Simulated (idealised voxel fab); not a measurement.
A process module follows: voxel wiring stack.
The cross-section shown here is cut; it is 265 nm wide and divided into square cells measuring 5 nm on a side.
Heads up, the way a cross-section reads in here is a grid of square cells, handed over as bands from the top down, with every band being one or more rows of cells. Band entry format. Leading values: height of top, height of bottom, nm. Remainder: materials in left-to-right order, each with its width in nm. Special words: "everywhere" on a single material, which then fills the band edge to edge; "empty", empty space. Ref level 0: as-received wafer is one material below here. Bottom band extends down with no lower bound ("from 0 down"). Width "30->40": first value at the band's top row of cells, second value at its bottom row, equal change from row to row. Reading "nothing got changed" for a step: not a cell of the cross-section changed in it. The entry "Closed void table" lists the empty spaces that cover at least 8 cells and have no open path to the top. Each is written as width x height at distance, where the distance is measured from the left edge and all three values are in nm. On each step's line, the part that comes after the settings is the simulator's own comment on the step. The line of a step may include "overlay nm". On a step with a mask, this value is how far to the right of its planned place the mask lay. A negative value means the mask lay to the left.

**Planned process steps**
1. RECEIVE | material Si
2. CONFORMAL_DEP | material SiO2 | thk nm 10
3. CONFORMAL_DEP | material SiCN | thk nm 5
4. DIRECTIONAL_DEP | material lowk | thk nm 20
5. DIRECTIONAL_DEP | material aC | thk nm 15
6. PATTERN | tone open | mask id METAL_1 | material resist | width nm 20 | pitch nm 45 | thk nm 35 | overlay nm 0
7. DIRECTIONAL_ETCH | etch materials aC | depth nm 15
8. STRIP | etch materials resist
9. DIRECTIONAL_ETCH | etch materials lowk | depth nm 20
10. DIRECTIONAL_ETCH | etch materials SiCN | depth nm 5
11. STRIP | etch materials aC
12. CONFORMAL_DEP | material TiN | thk nm 5
13. FILL_DEP | material Cu | thk nm 10
14. CMP | height nm 35
15. EPI | material Ru | thk nm 5
16. FILL_DEP | material SiCN | thk nm 5
17. DIRECTIONAL_DEP | material lowk | thk nm 10
18. MASKED_ETCH | tone open | mask id PLUG_1 | width nm 15 | pitch nm 45 | etch materials lowk | depth nm 10 | overlay nm 0
19. MASKED_ETCH | tone open | mask id PLUG_1 | width nm 15 | pitch nm 45 | etch materials SiCN | depth nm 5 | overlay nm 0
20. CONFORMAL_DEP | material TiN | thk nm 5
21. FILL_DEP | material Cu | thk nm 5
22. CMP | height nm 55
23. CONFORMAL_DEP | material SiCN | thk nm 5
24. DIRECTIONAL_DEP | material lowk | thk nm 25
25. MASKED_ETCH | tone open | mask id METAL_2 | width nm 20 | pitch nm 45 | etch materials lowk | depth nm 25 | overlay nm 0
26. MASKED_ETCH | tone open | mask id METAL_2 | width nm 20 | pitch nm 45 | etch materials SiCN | depth nm 5 | overlay nm 0
27. CONFORMAL_DEP | material TiN | thk nm 5
28. FILL_DEP | material Cu | thk nm 10
29. CMP | height nm 85
30. CONFORMAL_DEP | material SiCN | thk nm 5
31. DIRECTIONAL_DEP | material lowk | thk nm 10
32. PATTERN | tone open | mask id PLUG_2 | material resist | width nm 15 | pitch nm 45 | thk nm 20 | overlay nm 0
33. DIRECTIONAL_ETCH | etch materials lowk | depth nm 10
34. DIRECTIONAL_ETCH | etch materials SiCN | depth nm 5
35. STRIP | etch materials resist
36. CONFORMAL_DEP | material TiN | thk nm 5
37. FILL_DEP | material W | thk nm 10
38. CMP | height nm 100
39. DIRECTIONAL_DEP | material TiN | thk nm 5
40. DIRECTIONAL_DEP | material Ru | thk nm 20
41. MASKED_ETCH | tone cover | mask id METAL_3 | width nm 20 | pitch nm 45 | etch materials Ru | depth nm 20 | overlay nm 0
42. MASKED_ETCH | tone cover | mask id METAL_3 | width nm 20 | pitch nm 45 | etch materials TiN | depth nm 5 | overlay nm 0
43. CONFORMAL_DEP | material SiN | thk nm 5
44. FILL_DEP | material lowk | thk nm 5
45. CMP | height nm 125
46. CONFORMAL_DEP | material SiCN | thk nm 5
47. DIRECTIONAL_DEP | material lowk | thk nm 20
48. DIRECTIONAL_DEP | material aC | thk nm 15
49. PATTERN | tone open | mask id PLUG_3 | material resist | width nm 15 | thk nm 30 | overlay nm 0
50. DIRECTIONAL_ETCH | etch materials aC | depth nm 15
51. STRIP | etch materials resist
52. DIRECTIONAL_ETCH | etch materials lowk | depth nm 20
53. DIRECTIONAL_ETCH | etch materials SiCN | depth nm 5
54. STRIP | etch materials aC
55. CONFORMAL_DEP | material TiN | thk nm 5
56. FILL_DEP | material W | thk nm 10
57. CMP | height nm 150
58. CONFORMAL_DEP | material SiN | thk nm 5
59. DIRECTIONAL_DEP | material lowk | thk nm 15
60. PATTERN | tone open | mask id METAL_4 | material resist | width nm 20 | pitch nm 45 | thk nm 15 | overlay nm 0
61. DIRECTIONAL_ETCH | etch materials lowk | depth nm 15
62. DIRECTIONAL_ETCH | etch materials SiN | depth nm 5
63. STRIP | etch materials resist
64. CONFORMAL_DEP | material TiN | thk nm 5
65. FILL_DEP | material Cu | thk nm 10
66. CMP | height nm 170
67. CONFORMAL_DEP | material SiCN | thk nm 5
For clarity, it should be stated that the wafers under discussion commence in an identical condition and differ with respect to the thk nm of step 39, the plan indicating the value that the first wafer had.

**Received wafers, first of several: cross-section after step 1**
	from 0 down  Si everywhere
	Closed void table: none

**Post step 67, the closing step of the module: first of several wafers, cross-sectioned**
	from 175 to 170  SiCN everywhere
	from 170 to 155  100 nm lowk / 5 nm TiN / 10 nm Cu / 5 nm TiN / 25 nm lowk / 5 nm TiN / 10 nm Cu / 5 nm TiN / 100 nm lowk
	from 155 to 150  100 nm SiN / 20 nm TiN / 25 nm SiN / 20 nm TiN / 100 nm SiN
	from 150 to 130  100 nm lowk / 5 nm TiN / 5 nm W / 5 nm TiN / 150 nm lowk
	from 130 to 125  100 nm SiCN / 15 nm TiN / 150 nm SiCN
	from 125 to 105  95 nm lowk / 5 nm SiN / 20 nm Ru / 5 nm SiN / 15 nm lowk / 5 nm SiN / 20 nm Ru / 5 nm SiN / 95 nm lowk
	from 105 to 100  100 nm SiN / 20 nm TiN / 25 nm SiN / 20 nm TiN / 100 nm SiN
	from 100 to 90  100 nm lowk / 5 nm TiN / 5 nm W / 5 nm TiN / 30 nm lowk / 5 nm TiN / 5 nm W / 5 nm TiN / 105 nm lowk
	from 90 to 85  100 nm SiCN / 15 nm TiN / 30 nm SiCN / 15 nm TiN / 105 nm SiCN
	from 85 to 60  100 nm lowk / 5 nm TiN / 10 nm Cu / 5 nm TiN / 25 nm lowk / 5 nm TiN / 10 nm Cu / 5 nm TiN / 100 nm lowk
	from 60 to 55  100 nm SiCN / 20 nm TiN / 25 nm SiCN / 20 nm TiN / 100 nm SiCN
	from 55 to 45  100 nm lowk / 5 nm TiN / 5 nm Cu / 5 nm TiN / 30 nm lowk / 5 nm TiN / 5 nm Cu / 5 nm TiN / 105 nm lowk
	from 45 to 40  100 nm SiCN / 15 nm TiN / 30 nm SiCN / 15 nm TiN / 105 nm SiCN
	from 40 to 35  95 nm SiCN / 30 nm Ru / 15 nm SiCN / 30 nm Ru / 95 nm SiCN
	from 35 to 15  100 nm lowk / 5 nm TiN / 10 nm Cu / 5 nm TiN / 25 nm lowk / 5 nm TiN / 10 nm Cu / 5 nm TiN / 100 nm lowk
	from 15 to 10  100 nm SiCN / 20 nm TiN / 25 nm SiCN / 20 nm TiN / 100 nm SiCN
	from 10 to 0  SiO2 everywhere
	from 0 down  Si everywhere
	Closed void table: none

**A cross-section through the last wafer at the close of the module**
	from 175 to 170  SiCN everywhere
	from 170 to 155  100 nm lowk / 5 nm TiN / 10 nm Cu / 5 nm TiN / 25 nm lowk / 5 nm TiN / 10 nm Cu / 5 nm TiN / 100 nm lowk
	from 155 to 150  100 nm SiN / 20 nm TiN / 25 nm SiN / 20 nm TiN / 100 nm SiN
	from 150 to 130  100 nm lowk / 5 nm TiN / 5 nm W / 5 nm TiN / 150 nm lowk
	from 130 to 125  100 nm SiCN / 15 nm TiN / 150 nm SiCN
	from 125 to 120  95 nm lowk / 5 nm SiN / 20 nm Ru / 5 nm SiN / 15 nm lowk / 5 nm SiN / 20 nm Ru / 5 nm SiN / 95 nm lowk
	from 120 to 115  100 nm SiN / 20 nm TiN / 25 nm SiN / 20 nm TiN / 100 nm SiN
	from 115 to 100  TiN everywhere
	from 100 to 90  100 nm lowk / 5 nm TiN / 5 nm W / 5 nm TiN / 30 nm lowk / 5 nm TiN / 5 nm W / 5 nm TiN / 105 nm lowk
	from 90 to 85  100 nm SiCN / 15 nm TiN / 30 nm SiCN / 15 nm TiN / 105 nm SiCN
	from 85 to 60  100 nm lowk / 5 nm TiN / 10 nm Cu / 5 nm TiN / 25 nm lowk / 5 nm TiN / 10 nm Cu / 5 nm TiN / 100 nm lowk
	from 60 to 55  100 nm SiCN / 20 nm TiN / 25 nm SiCN / 20 nm TiN / 100 nm SiCN
	from 55 to 45  100 nm lowk / 5 nm TiN / 5 nm Cu / 5 nm TiN / 30 nm lowk / 5 nm TiN / 5 nm Cu / 5 nm TiN / 105 nm lowk
	from 45 to 40  100 nm SiCN / 15 nm TiN / 30 nm SiCN / 15 nm TiN / 105 nm SiCN
	from 40 to 35  95 nm SiCN / 30 nm Ru / 15 nm SiCN / 30 nm Ru / 95 nm SiCN
	from 35 to 15  100 nm lowk / 5 nm TiN / 10 nm Cu / 5 nm TiN / 25 nm lowk / 5 nm TiN / 10 nm Cu / 5 nm TiN / 100 nm lowk
	from 15 to 10  100 nm SiCN / 20 nm TiN / 25 nm SiCN / 20 nm TiN / 100 nm SiCN
	from 10 to 0  SiO2 everywhere
	from 0 down  Si everywhere
	Closed void table: none

**End of module, by wafer: material-by-material cell gain (+) or loss (-) since receipt, then closed voids**
thk nm 5, +52 Cu, +44 Ru, +328 SiCN, +106 SiN, +106 SiO2, +119 TiN, +8 W, +1092 lowk, Closed void table: none
thk nm 10, +52 Cu, +36 Ru, +328 SiCN, +102 SiN, +106 SiO2, +172 TiN, +8 W, +1051 lowk, Closed void table: none
thk nm 15, +52 Cu, +28 Ru, +328 SiCN, +98 SiN, +106 SiO2, +225 TiN, +8 W, +1010 lowk, Closed void table: none
thk nm 20, +52 Cu, +20 Ru, +328 SiCN, +94 SiN, +106 SiO2, +278 TiN, +8 W, +969 lowk, Closed void table: none
